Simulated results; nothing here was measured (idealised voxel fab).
Process module under the name voxel plated lines
FYI the section here is cut, 260 nm wide, cells are 5 nm squares.
Just so we're on the same page, the cross-sections are grids of square cells, and they're listed out in bands top to bottom, each band one or more rows deep.
Band entry format. Leading values: height of top, height of bottom, nm. Remainder: materials in left-to-right order, each with its width in nm. Special words: "throughout" on a single material, which then fills the band edge to edge; "blank", empty space.
Heights are expressed relative to 0, this being the level below which the as-received wafer comprises one material exclusively. The lowest band is unbounded in the downward direction and is denoted as in "0 and below".
Note: "30 to 40" means the width goes from the first number (top row of the band) to the second number (bottom row) in equal steps per row of cells.
Where a step carries "no change", the cross-section came out of it unchanged, cell for cell.
"Fully sealed cavities": empty spaces of 8 cells or more with no open way to the top, each given as width x height at distance, distance from the left edge, all in nm.
If you see something after the settings on a step's line, that's the simulator's own remark about that step.
overlay nm: step with mask; distance mask lay right of planned place; negative value = left of planned place.

**Steps in the process plan**
1) RECEIVE,material Si
2) CONFORMAL_DEP,material SiO2,thk nm 10
3) DIRECTIONAL_DEP,material TiN,thk nm 5
4) PATTERN,tone open,mask id LINES,material resist,width nm 20,pitch nm 35,thk nm 35,overlay nm 0
5) EPI,material Ru,thk nm 10
6) EPI,material Ru,thk nm 5
7) EPI,material Ru,thk nm 5
8) STRIP,etch materials resist
9) DIRECTIONAL_ETCH,etch materials TiN,depth nm 5
10) CONFORMAL_DEP,material SiN,thk nm 5

**The first of two wafers, run as planned**

**Cross-section of the wafer upon arrival, representing the state reached after step 1**
    0 and below: Si throughout
    Fully sealed cavities: none

**Cross-section of the wafer after step 2**
    10 down to 0: SiO2 throughout
    Under 0: no change, same as before.

**Cross-section of the wafer after step 3**
    15 down to 10: TiN throughout
    Under 10: no change, same as before.

**Cross-section of the wafer after step 4**
    50 down to 15: 85 resist / 20 blank / 15 resist / 20 blank / 15 resist / 20 blank / 85 resist
    Under 15: no change, same as before.

**Cross-section of the wafer after step 5**
    50 down to 25: 85 resist / 20 blank / 15 resist / 20 blank / 15 resist / 20 blank / 85 resist
    25 down to 15: 85 resist / 20 Ru / 15 resist / 20 Ru / 15 resist / 20 Ru / 85 resist
    Under 15: no change, same as before.

**Cross-section of the wafer after step 6**
    50 down to 30: 85 resist / 20 blank / 15 resist / 20 blank / 15 resist / 20 blank / 85 resist
    30 down to 15: 85 resist / 20 Ru / 15 resist / 20 Ru / 15 resist / 20 Ru / 85 resist
    Under 15: no change, same as before.

**Cross-section of the wafer after step 7**
    50 down to 35: 85 resist / 20 blank / 15 resist / 20 blank / 15 resist / 20 blank / 85 resist
    35 down to 15: 85 resist / 20 Ru / 15 resist / 20 Ru / 15 resist / 20 Ru / 85 resist
    Under 15: no change, same as before.

**Cross-section of the wafer after step 8**
    35 down to 15: 85 blank / 20 Ru / 15 blank / 20 Ru / 15 blank / 20 Ru / 85 blank
    Under 15: no change, same as before.

**Cross-section of the wafer after step 9**
    35 down to 15: 85 blank / 20 Ru / 15 blank / 20 Ru / 15 blank / 20 Ru / 85 blank
    15 down to 10: 85 blank / 20 TiN / 15 blank / 20 TiN / 15 blank / 20 TiN / 85 blank
    Under 10: no change, same as before.

**Cross-section of the wafer after step 10**
    40 down to 35: 80 blank / 30 SiN / 5 blank / 30 SiN / 5 blank / 30 SiN / 80 blank
    35 down to 15: 80 blank / 5 SiN / 20 Ru / 5 SiN / 5 blank / 5 SiN / 20 Ru / 5 SiN / 5 blank / 5 SiN / 20 Ru / 5 SiN / 80 blank
    15 down to 10: 85 SiN / 20 TiN / 15 SiN / 20 TiN / 15 SiN / 20 TiN / 85 SiN
    Under 10: no change, same as before.

**Second wafer: same start and same plan as the first, one execution error; identical to the first through step 3**

**The second wafer in cross-section, at the planned close of step 4**
    50 down to 15: 85 blank / 20 resist / 15 blank / 20 resist / 15 blank / 20 resist / 85 blank
    Under 15: no change, same as before.

**The second wafer in cross-section, at the planned close of step 5**
    50 down to 25: 85 blank / 20 resist / 15 blank / 20 resist / 15 blank / 20 resist / 85 blank
    25 down to 15: 85 Ru / 20 resist / 15 Ru / 20 resist / 15 Ru / 20 resist / 85 Ru
    Under 15: no change, same as before.

**The second wafer in cross-section, at the planned close of step 6**
    50 down to 30: 85 blank / 20 resist / 15 blank / 20 resist / 15 blank / 20 resist / 85 blank
    30 down to 15: 85 Ru / 20 resist / 15 Ru / 20 resist / 15 Ru / 20 resist / 85 Ru
    Under 15: no change, same as before.

**The second wafer in cross-section, at the planned close of step 7**
    50 down to 35: 85 blank / 20 resist / 15 blank / 20 resist / 15 blank / 20 resist / 85 blank
    35 down to 15: 85 Ru / 20 resist / 15 Ru / 20 resist / 15 Ru / 20 resist / 85 Ru
    Under 15: no change, same as before.

**The second wafer in cross-section, at the planned close of step 8**
    35 down to 15: 85 Ru / 20 blank / 15 Ru / 20 blank / 15 Ru / 20 blank / 85 Ru
    Under 15: no change, same as before.

**The second wafer in cross-section, at the planned close of step 9**
    35 down to 15: 85 Ru / 20 blank / 15 Ru / 20 blank / 15 Ru / 20 blank / 85 Ru
    15 down to 10: 85 TiN / 20 blank / 15 TiN / 20 blank / 15 TiN / 20 blank / 85 TiN
    Under 10: no change, same as before.

**The second wafer in cross-section, at the planned close of step 10**
    40 down to 35: 90 SiN / 10 blank / 25 SiN / 10 blank / 25 SiN / 10 blank / 90 SiN
    35 down to 15: 85 Ru / 5 SiN / 10 blank / 5 SiN / 15 Ru / 5 SiN / 10 blank / 5 SiN / 15 Ru / 5 SiN / 10 blank / 5 SiN / 85 Ru
    15 down to 10: 85 TiN / 20 SiN / 15 TiN / 20 SiN / 15 TiN / 20 SiN / 85 TiN
    Under 10: no change, same as before.
Deviation noted in wafer processing: step 4: run off-plan, actual operation and settings PATTERN,tone cover,mask id LINES,material resist,width nm 20,pitch nm 35,thk nm 35,overlay nm 0
The closing comparison, in cells, has the second wafer with more or fewer of some materials than the first: 112 more of Ru | 28 more of TiN
